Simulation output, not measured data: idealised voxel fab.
Process module under the name voxel spacer lines
Square cell edge 5 nm, section width 295 nm, ID cut.
Cross-section = grid of square cells, listed top down in bands; band = one or more rows.
The entry gives the band's vertical extent as a top height and a bottom height in nm, then its horizontal make-up as materials from left to right, each with a width in nm. "empty" stands for empty space; a single material marked "everywhere" fills the band edge to edge.
Height reference: 0 = level under which incoming wafer is all one material. Lowest band: no bottom, runs on downward, e.g. "from 0 down".
A two-number width, for instance "30..40", indicates that the width is equal to the first number in the top row of the band and to the second number in the bottom row, and that it changes by a constant amount per row of cells.
A step reported as "no alterations made" is a step in which no cell of the cross-section changed.
"Enclosed voids" lists enclosed empty spaces (at least 8 cells, no open path upward to the top), each as width x height at distance from the left edge, in nm.
Text after the settings on a step's line: the simulator's own remark on that step.
overlay nm: step with mask; distance mask lay right of planned place; negative value = left of planned place.

## Planned step list for the process
| 1 | RECEIVE with material Si |
| 2 | CONFORMAL_DEP with material Al2O3, thk nm 5 |
| 3 | DIRECTIONAL_DEP with material W, thk nm 15 |
| 4 | DIRECTIONAL_DEP with material aC, thk nm 20 |
| 5 | PATTERN with tone cover, mask id MANDREL, material resist, width nm 20, pitch nm 60, thk nm 25, overlay nm 0 |
| 6 | DIRECTIONAL_ETCH with etch materials aC, depth nm 20 |
| 7 | STRIP with etch materials resist |
| 8 | CONFORMAL_DEP with material SiN, thk nm 10 |
| 9 | DIRECTIONAL_ETCH with etch materials SiN, depth nm 10 |
| 10 | STRIP with etch materials aC |
| 11 | DIRECTIONAL_ETCH with etch materials W, depth nm 15 |
| 12 | STRIP with etch materials SiN |
| 13 | FILL_DEP with material lowk, thk nm 5 |
| 14 | CMP with height nm 20 |

## Wafer cross-section on receipt, i.e. after step 1
* from 0 down | Si everywhere
* Enclosed voids: none

## Starting structure and process plan are as shown above, but one mistake was made in running the module; the wafer cross-section at the end of the module follows
* from 20 to 5 | aC everywhere
* from 5 to 0 | Al2O3 everywhere
* from 0 down | Si everywhere
* Enclosed voids: none
Misprocessing identified: the run placed steps 3 and 4 each in the position the plan gave to the other
